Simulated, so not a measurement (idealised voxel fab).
The name of this process module is voxel self aligned vias.
cross-section cut | 290 nm wide | cells 5 nm
In this document a cross-section is written as a grid of square cells. It is given as a series of bands, listed from the top down, and a band is one or more rows of cells. What a band's entry tells you: where the top is and where the bottom is, as heights in nm, and after that what lies inside, material by material from left to right, each with its width in nm. Empty space is written as the word "blank", and a single material marked with the word "edge to edge" occupies the band from edge to edge. For the purposes of this specification, 0 denotes the height below which the wafer in its as-received condition is composed wholly of one material, and the lowermost band, lacking a lower limit, extends downward without end, as expressed in "0 and below". So if you see something like "30..40" for the width, read it as the top row of the band sitting at the first number and the bottom row at the second, with every row in between moving by the same amount as the last. What does "no alterations made" mean for a step? It means no cell of the cross-section changed in that step. Under "Sealed void list" you'll find the enclosed gaps, the ones with no way out to the top, that are 8 cells or bigger; each reads width x height at distance, with distance counted from the left edge, everything in nm. Formally, on a step line, whatever follows the settings is a remark that the simulator itself makes on the step. The optional step-line setting "overlay nm" applies to steps with a mask and quantifies how far to the right of its planned location the mask lay, a negative value indicating leftward placement.

Listed below are the process steps as planned
- 1: op RECEIVE | material Si
- 2: op CONFORMAL_DEP | material SiO2 | thk nm 15
- 3: op CONFORMAL_DEP | material SiCN | thk nm 5
- 4: op DIRECTIONAL_DEP | material lowk | thk nm 20
- 5: op DIRECTIONAL_DEP | material aC | thk nm 15
- 6: op PATTERN | tone open | mask id LINES | material resist | width nm 30 | pitch nm 75 | thk nm 35 | overlay nm 0
- 7: op DIRECTIONAL_ETCH | etch materials aC | depth nm 15
- 8: op STRIP | etch materials resist
- 9: op DIRECTIONAL_ETCH | etch materials lowk | depth nm 20
- 10: op STRIP | etch materials aC
- 11: op CONFORMAL_DEP | material TiN | thk nm 5
- 12: op FILL_DEP | material W | thk nm 5
- 13: op CMP | height nm 40
- 14: op SELECTIVE_ETCH | etch materials W Ru TiN | depth nm 10
- 15: op FILL_DEP | material SiN | thk nm 5
- 16: op CMP | height nm 40
- 17: op DIRECTIONAL_DEP | material lowk | thk nm 15
- 18: op MASKED_ETCH | tone open | mask id VIAS | width nm 50 | pitch nm 75 | etch materials lowk | depth nm 15 | overlay nm 0
- 19: op MASKED_ETCH | tone open | mask id VIAS | width nm 50 | pitch nm 75 | etch materials SiN | depth nm 10 | overlay nm 0
- 20: op CONFORMAL_DEP | material TiN | thk nm 5
- 21: op FILL_DEP | material Ru | thk nm 10
- 22: op CMP | height nm 55
- 23: op CONFORMAL_DEP | material SiCN | thk nm 5

So, the first of our two wafers, run just as we planned it

Step 1 complete: cross-section of the wafer as received
- 0 and below | Si edge to edge
- Sealed void list: none

Wafer section view after processing step 2
- 15 down to 0 | SiO2 edge to edge
- Below 0, no change.

Wafer section view after processing step 3
- 20 down to 15 | SiCN edge to edge
- Below 15, no change.

Wafer section view after processing step 4
- 40 down to 20 | lowk edge to edge
- Below 20, no change.

Wafer section view after processing step 5
- 55 down to 40 | aC edge to edge
- Below 40, no change.

Wafer section view after processing step 6
- 90 down to 55 | resist (55) | blank (30) | resist (45) | blank (30) | resist (45) | blank (30) | resist (55)
- Below 55, no change.

Wafer section view after processing step 7
- 75 down to 55 | resist (55) | blank (30) | resist (45) | blank (30) | resist (45) | blank (30) | resist (55)
- 55 down to 40 | aC (55) | blank (30) | aC (45) | blank (30) | aC (45) | blank (30) | aC (55)
- Below 40, no change.

Wafer section view after processing step 8
- 55 down to 40 | aC (55) | blank (30) | aC (45) | blank (30) | aC (45) | blank (30) | aC (55)
- Below 40, no change.

Wafer section view after processing step 9
- 55 down to 40 | aC (55) | blank (30) | aC (45) | blank (30) | aC (45) | blank (30) | aC (55)
- 40 down to 20 | lowk (55) | blank (30) | lowk (45) | blank (30) | lowk (45) | blank (30) | lowk (55)
- Below 20, no change.

Wafer section view after processing step 10
- 40 down to 20 | lowk (55) | blank (30) | lowk (45) | blank (30) | lowk (45) | blank (30) | lowk (55)
- Below 20, no change.

Wafer section view after processing step 11
- 45 down to 40 | TiN (60) | blank (20) | TiN (55) | blank (20) | TiN (55) | blank (20) | TiN (60)
- 40 down to 25 | lowk (55) | TiN (5) | blank (20) | TiN (5) | lowk (45) | TiN (5) | blank (20) | TiN (5) | lowk (45) | TiN (5) | blank (20) | TiN (5) | lowk (55)
- 25 down to 20 | lowk (55) | TiN (30) | lowk (45) | TiN (30) | lowk (45) | TiN (30) | lowk (55)
- Below 20, no change.

Wafer section view after processing step 12
- 50 down to 45 | W edge to edge
- 45 down to 40 | TiN (60) | W (20) | TiN (55) | W (20) | TiN (55) | W (20) | TiN (60)
- 40 down to 25 | lowk (55) | TiN (5) | W (20) | TiN (5) | lowk (45) | TiN (5) | W (20) | TiN (5) | lowk (45) | TiN (5) | W (20) | TiN (5) | lowk (55)
- Below 25, no change.

Wafer section view after processing step 13
- 40 down to 25 | lowk (55) | TiN (5) | W (20) | TiN (5) | lowk (45) | TiN (5) | W (20) | TiN (5) | lowk (45) | TiN (5) | W (20) | TiN (5) | lowk (55)
- Below 25, no change.

Wafer section view after processing step 14
- 40 down to 30 | lowk (55) | blank (30) | lowk (45) | blank (30) | lowk (45) | blank (30) | lowk (55)
- Below 30, no change.

Wafer section view after processing step 15
- 45 down to 40 | SiN edge to edge
- 40 down to 30 | lowk (55) | SiN (30) | lowk (45) | SiN (30) | lowk (45) | SiN (30) | lowk (55)
- Below 30, no change.

Wafer section view after processing step 16
- 40 down to 30 | lowk (55) | SiN (30) | lowk (45) | SiN (30) | lowk (45) | SiN (30) | lowk (55)
- Below 30, no change.

Wafer section view after processing step 17
- 55 down to 40 | lowk edge to edge
- Below 40, no change.

Wafer section view after processing step 18
- 55 down to 40 | lowk (45) | blank (50) | lowk (25) | blank (50) | lowk (25) | blank (50) | lowk (45)
- Below 40, no change.

Wafer section view after processing step 19
- 55 down to 40 | lowk (45) | blank (50) | lowk (25) | blank (50) | lowk (25) | blank (50) | lowk (45)
- 40 down to 30 | lowk (55) | blank (30) | lowk (45) | blank (30) | lowk (45) | blank (30) | lowk (55)
- Below 30, no change.

Wafer section view after processing step 20
- 60 down to 55 | TiN (50) | blank (40) | TiN (35) | blank (40) | TiN (35) | blank (40) | TiN (50)
- 55 down to 45 | lowk (45) | TiN (5) | blank (40) | TiN (5) | lowk (25) | TiN (5) | blank (40) | TiN (5) | lowk (25) | TiN (5) | blank (40) | TiN (5) | lowk (45)
- 45 down to 35 | lowk (45..55) | TiN (15..5) | blank (20) | TiN (15..5) | lowk (25..45) | TiN (15..5) | blank (20) | TiN (15..5) | lowk (25..45) | TiN (15..5) | blank (20) | TiN (15..5) | lowk (45..55)
- 35 down to 30 | lowk (55) | TiN (30) | lowk (45) | TiN (30) | lowk (45) | TiN (30) | lowk (55)
- Below 30, no change.

Wafer section view after processing step 21
- 70 down to 60 | Ru edge to edge
- 60 down to 55 | TiN (50) | Ru (40) | TiN (35) | Ru (40) | TiN (35) | Ru (40) | TiN (50)
- 55 down to 45 | lowk (45) | TiN (5) | Ru (40) | TiN (5) | lowk (25) | TiN (5) | Ru (40) | TiN (5) | lowk (25) | TiN (5) | Ru (40) | TiN (5) | lowk (45)
- 45 down to 35 | lowk (45..55) | TiN (15..5) | Ru (20) | TiN (15..5) | lowk (25..45) | TiN (15..5) | Ru (20) | TiN (15..5) | lowk (25..45) | TiN (15..5) | Ru (20) | TiN (15..5) | lowk (45..55)
- Below 35, no change.

Wafer section view after processing step 22
- 55 down to 45 | lowk (45) | TiN (5) | Ru (40) | TiN (5) | lowk (25) | TiN (5) | Ru (40) | TiN (5) | lowk (25) | TiN (5) | Ru (40) | TiN (5) | lowk (45)
- Below 45, no change.

Wafer section view after processing step 23
- 60 down to 55 | SiCN edge to edge
- Below 55, no change.

Okay, second wafer. Nothing different at the start, nothing different in the plan, just one mistake somewhere in the running. As far as step 21, counting that step, it's the first wafer all over again

Cross-sectional representation of the second wafer at the time designated in the plan for the completion of step 22
- 60 down to 55 | TiN (50) | Ru (40) | TiN (35) | Ru (40) | TiN (35) | Ru (40) | TiN (50)
- Below 55, no change.

Cross-sectional representation of the second wafer at the time designated in the plan for the completion of step 23
- 65 down to 60 | SiCN edge to edge
- Below 60, no change.
What was done differently from what was planned? step 22 did not use the planned setting and instead ran as op CMP | height nm 60
The final cell counts differ between the wafers, with the second having more or fewer of some materials than the first: +24 Ru; +34 TiN
